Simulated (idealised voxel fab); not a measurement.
Proc. module: voxel lift off
Shown is cross-section cut, with a width of 155 nm and square cells of size 5 nm.
Cross-section = grid of square cells, listed top down in bands; band = one or more rows. For a band, the entry starts with two heights in nm, that of the top and then that of the bottom, and carries on with the band's materials in order from left to right, each alongside its width in nm; the word "full width" beside a single material means it fills the band edge to edge, and "empty" means empty space. Below 0: as-received wafer, all one material; heights counted from there. Lowest band: no bottom, goes on down, written "z 0 and below". Width: "30 to 40" (first number = top row, second number = bottom row, same change from row to row of cells). When a step is marked "nothing was modified", none of the cells in the cross-section changed during that step. Empty spaces without an open route to the top, at least 8 cells in extent, make up the entry "Trapped voids"; each is given as width x height at distance, where the distance is measured from the left edge, and all are in nm. If you see something after the settings on a step's line, that's the simulator's own remark about that step. Among the settings permitted on a step's line is "overlay nm"; applied to a step with a mask, it specifies the extent to which the mask lay to the right of its planned position, whereas a negative figure signifies a position to the left.
This section lists the process steps that were planned:
step 1: RECEIVE,material Si
step 2: CONFORMAL_DEP,material Al2O3,thk nm 15
step 3: PATTERN,tone open,mask id LINES,material resist,width nm 15,pitch nm 40,thk nm 25,overlay nm 0
step 4: DIRECTIONAL_DEP,material Ru,thk nm 15
step 5: STRIP,etch materials resist
step 6: CONFORMAL_DEP,material SiO2,thk nm 5
The first wafer of two, processed as planned:
As-received wafer cross-section (after step 1):
> z 0 and below = Si full width
> Trapped voids: none
The following cross-section depicts the wafer upon completion of step 2:
> z 15 to 0 = Al2O3 full width
> below 0: unchanged
The following cross-section depicts the wafer upon completion of step 3:
> z 40 to 15 = resist 30 nm, then empty 15 nm, then resist 25 nm, then empty 15 nm, then resist 25 nm, then empty 15 nm, then resist 30 nm
> below 15: unchanged
The following cross-section depicts the wafer upon completion of step 4:
> z 55 to 40 = Ru 30 nm, then empty 15 nm, then Ru 25 nm, then empty 15 nm, then Ru 25 nm, then empty 15 nm, then Ru 30 nm
> z 40 to 30 = resist 30 nm, then empty 15 nm, then resist 25 nm, then empty 15 nm, then resist 25 nm, then empty 15 nm, then resist 30 nm
> z 30 to 15 = resist 30 nm, then Ru 15 nm, then resist 25 nm, then Ru 15 nm, then resist 25 nm, then Ru 15 nm, then resist 30 nm
> below 15: unchanged
The following cross-section depicts the wafer upon completion of step 5:
> z 30 to 15 = empty 30 nm, then Ru 15 nm, then empty 25 nm, then Ru 15 nm, then empty 25 nm, then Ru 15 nm, then empty 30 nm
> below 15: unchanged
The following cross-section depicts the wafer upon completion of step 6:
> z 35 to 30 = empty 25 nm, then SiO2 25 nm, then empty 15 nm, then SiO2 25 nm, then empty 15 nm, then SiO2 25 nm, then empty 25 nm
> z 30 to 20 = empty 25 nm, then SiO2 5 nm, then Ru 15 nm, then SiO2 5 nm, then empty 15 nm, then SiO2 5 nm, then Ru 15 nm, then SiO2 5 nm, then empty 15 nm, then SiO2 5 nm, then Ru 15 nm, then SiO2 5 nm, then empty 25 nm
> z 20 to 15 = SiO2 30 nm, then Ru 15 nm, then SiO2 25 nm, then Ru 15 nm, then SiO2 25 nm, then Ru 15 nm, then SiO2 30 nm
> below 15: unchanged
Okay, second wafer. Nothing different at the start, nothing different in the plan, just one mistake somewhere in the running. As far as step 1, counting that step, it's the first wafer all over again:
Cross-sectional view of the second wafer at the intended end time of process step 2: nothing was modified
Cross-sectional view of the second wafer at the intended end time of process step 3:
> z 25 to 0 = resist 30 nm, then empty 15 nm, then resist 25 nm, then empty 15 nm, then resist 25 nm, then empty 15 nm, then resist 30 nm
> below 0: unchanged
Cross-sectional view of the second wafer at the intended end time of process step 4:
> z 40 to 25 = Ru 30 nm, then empty 15 nm, then Ru 25 nm, then empty 15 nm, then Ru 25 nm, then empty 15 nm, then Ru 30 nm
> z 25 to 15 = resist 30 nm, then empty 15 nm, then resist 25 nm, then empty 15 nm, then resist 25 nm, then empty 15 nm, then resist 30 nm
> z 15 to 0 = resist 30 nm, then Ru 15 nm, then resist 25 nm, then Ru 15 nm, then resist 25 nm, then Ru 15 nm, then resist 30 nm
> below 0: unchanged
Cross-sectional view of the second wafer at the intended end time of process step 5:
> z 15 to 0 = empty 30 nm, then Ru 15 nm, then empty 25 nm, then Ru 15 nm, then empty 25 nm, then Ru 15 nm, then empty 30 nm
> below 0: unchanged
Cross-sectional view of the second wafer at the intended end time of process step 6:
> z 20 to 15 = empty 25 nm, then SiO2 25 nm, then empty 15 nm, then SiO2 25 nm, then empty 15 nm, then SiO2 25 nm, then empty 25 nm
> z 15 to 5 = empty 25 nm, then SiO2 5 nm, then Ru 15 nm, then SiO2 5 nm, then empty 15 nm, then SiO2 5 nm, then Ru 15 nm, then SiO2 5 nm, then empty 15 nm, then SiO2 5 nm, then Ru 15 nm, then SiO2 5 nm, then empty 25 nm
> z 5 to 0 = SiO2 30 nm, then Ru 15 nm, then SiO2 25 nm, then Ru 15 nm, then SiO2 25 nm, then Ru 15 nm, then SiO2 30 nm
> below 0: unchanged
In executing the process, a mistake was made relative to the plan: heads up, step 2 of the plan was skipped and never actually ran
Wrapping up, a cell-based count of both wafers puts the second over or under the first for these materials: Al2O3: 93 fewer
